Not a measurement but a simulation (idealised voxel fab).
process module | voxel wiring stack
cross-section cut | 220 nm wide | cells 5 nm
A cross-section is a grid of square cells, given in bands from the top down. A band is one or more rows of cells.
Each band's line starts with the height of the band's top and of its bottom, in nm. Then come its materials from left to right, each with its width in nm. One material with "throughout" fills the band from edge to edge. "air" is empty space.
Height 0 is the level under which the wafer as received is all one material. The lowest band goes on downwards, as in "0 down".
A width such as "30 to 40" changes by the same amount from each row of cells to the next, from the band's top row to its bottom row.
"no change" after a step means that no cell of the cross-section changed.
closed voids: empty space of 8 cells or more with no open way to the top, each as width x height at its distance from the left edge, in nm
after a step's settings: what the simulator itself notes on the step
overlay nm, on a step with a mask: how far to the right of its planned place the mask lay; to the left if negative
plan
1 op RECEIVE | material Si
2 op CONFORMAL_DEP | material SiO2 | thk nm 10
3 op DIRECTIONAL_DEP | material TiN | thk nm 5
4 op DIRECTIONAL_DEP | material Ru | thk nm 20
5 op DIRECTIONAL_DEP | material aC | thk nm 15
6 op PATTERN | tone cover | mask id METAL_1 | material resist | width nm 20 | pitch nm 45 | thk nm 35 | overlay nm 0
7 op DIRECTIONAL_ETCH | etch materials aC | depth nm 15
8 op STRIP | etch materials resist
9 op DIRECTIONAL_ETCH | etch materials Ru | depth nm 20
10 op DIRECTIONAL_ETCH | etch materials TiN | depth nm 5
11 op STRIP | etch materials aC
12 op CONFORMAL_DEP | material SiCN | thk nm 5
13 op FILL_DEP | material lowk | thk nm 5
14 op CMP | height nm 35
15 op CONFORMAL_DEP | material SiCN | thk nm 5
16 op DIRECTIONAL_DEP | material lowk | thk nm 15
17 op DIRECTIONAL_DEP | material aC | thk nm 10
18 op PATTERN | tone open | mask id PLUG_1 | material resist | width nm 15 | pitch nm 45 | thk nm 25 | overlay nm 0
19 op DIRECTIONAL_ETCH | etch materials aC | depth nm 10
20 op STRIP | etch materials resist
21 op DIRECTIONAL_ETCH | etch materials lowk | depth nm 15
22 op DIRECTIONAL_ETCH | etch materials SiCN | depth nm 5
23 op STRIP | etch materials aC
24 op EPI | material Ru | thk nm 10
25 op EPI | material Ru | thk nm 10
26 op DIRECTIONAL_DEP | material TiN | thk nm 5
27 op DIRECTIONAL_DEP | material W | thk nm 25
28 op DIRECTIONAL_DEP | material aC | thk nm 15
29 op PATTERN | tone cover | mask id METAL_2 | material resist | width nm 20 | pitch nm 45 | thk nm 30 | overlay nm 0
30 op DIRECTIONAL_ETCH | etch materials aC | depth nm 15
31 op STRIP | etch materials resist
32 op DIRECTIONAL_ETCH | etch materials W | depth nm 25
33 op DIRECTIONAL_ETCH | etch materials TiN | depth nm 5
34 op STRIP | etch materials aC
35 op FILL_DEP | material lowk | thk nm 10
36 op CMP | height nm 85
37 op CONFORMAL_DEP | material SiCN | thk nm 5
38 op DIRECTIONAL_DEP | material lowk | thk nm 30
39 op PATTERN | tone open | mask id METAL_3 | material resist | width nm 20 | pitch nm 45 | thk nm 20 | overlay nm 0
40 op DIRECTIONAL_ETCH | etch materials lowk | depth nm 15
41 op STRIP | etch materials resist
42 op MASKED_ETCH | tone open | mask id METAL_3_HOLES | width nm 15 | pitch nm 45 | etch materials lowk | depth nm 15 | overlay nm 0
43 op MASKED_ETCH | tone open | mask id METAL_3_HOLES | width nm 15 | pitch nm 45 | etch materials SiCN | depth nm 5 | overlay nm 0
44 op CONFORMAL_DEP | material TiN | thk nm 5
45 op FILL_DEP | material Cu | thk nm 5
46 op CMP | height nm 120
47 op CONFORMAL_DEP | material SiN | thk nm 5
as received, after step 1
  0 down: Si throughout
  closed voids: none
first wafer at the end, as planned
  125 to 120: SiN throughout
  120 to 110: lowk 75 | TiN 5 | Cu 10 | TiN 5 | lowk 25 | TiN 5 | Cu 10 | TiN 5 | lowk 80
  110 to 105: lowk 75 | TiN 5 | Cu 5 | TiN 10 | lowk 25 | TiN 5 | Cu 5 | TiN 10 | lowk 80
  105 to 90: lowk 75 | TiN 5 | Cu 5 | TiN 5 | lowk 30 | TiN 5 | Cu 5 | TiN 5 | lowk 85
  90 to 85: SiCN 75 | TiN 15 | SiCN 30 | TiN 15 | SiCN 85
  85 to 60: lowk 75 | W 20 | lowk 25 | W 20 | lowk 80
  60 to 55: lowk 75 | TiN 20 | lowk 25 | TiN 20 | lowk 80
  55 to 40: lowk 75 | Ru 15 | lowk 30 | Ru 15 | lowk 85
  40 to 35: SiCN 75 | Ru 15 | SiCN 30 | Ru 15 | SiCN 85
  35 to 15: lowk 70 | SiCN 5 | Ru 20 | SiCN 5 | lowk 15 | SiCN 5 | Ru 20 | SiCN 5 | lowk 75
  15 to 10: SiCN 75 | TiN 20 | SiCN 25 | TiN 20 | SiCN 80
  10 to 0: SiO2 throughout
  0 down: Si throughout
  closed voids: none
second wafer at the end: like start, like plan, one mistake
  125 to 120: SiN throughout
  120 to 110: lowk 75 | TiN 5 | Cu 10 | TiN 5 | lowk 25 | TiN 5 | Cu 10 | TiN 5 | lowk 80
  110 to 105: lowk 75 | TiN 5 | Cu 5 | TiN 10 | lowk 25 | TiN 5 | Cu 5 | TiN 10 | lowk 80
  105 to 90: lowk 75 | TiN 5 | Cu 5 | TiN 5 | lowk 30 | TiN 5 | Cu 5 | TiN 5 | lowk 85
  90 to 85: SiCN 75 | TiN 15 | SiCN 30 | TiN 15 | SiCN 85
  85 to 75: lowk 90 | W 5 | lowk 40 | W 5 | lowk 80
  75 to 60: lowk 75 | W 20 | lowk 25 | W 20 | lowk 80
  60 to 55: lowk 75 | W 15 | TiN 5 | lowk 25 | W 15 | TiN 5 | lowk 80
  55 to 50: lowk 75 | W 15 | lowk 30 | W 15 | lowk 85
  50 to 45: lowk 75 | TiN 15 | lowk 30 | TiN 15 | lowk 85
  45 to 40: lowk 75 | Ru 15 | lowk 30 | Ru 15 | lowk 85
  40 to 35: SiCN 75 | Ru 15 | SiCN 30 | Ru 15 | SiCN 85
  35 to 15: lowk 70 | SiCN 5 | Ru 20 | SiCN 5 | lowk 15 | SiCN 5 | Ru 20 | SiCN 5 | lowk 75
  15 to 10: SiCN 75 | TiN 20 | SiCN 25 | TiN 20 | SiCN 80
  10 to 0: SiO2 throughout
  0 down: Si throughout
  closed voids: none
what went wrong: one of the steps 24 and 25, which are alike, was left out
at the end the second wafer has, in cells: 12 fewer of Ru | 12 more of lowk
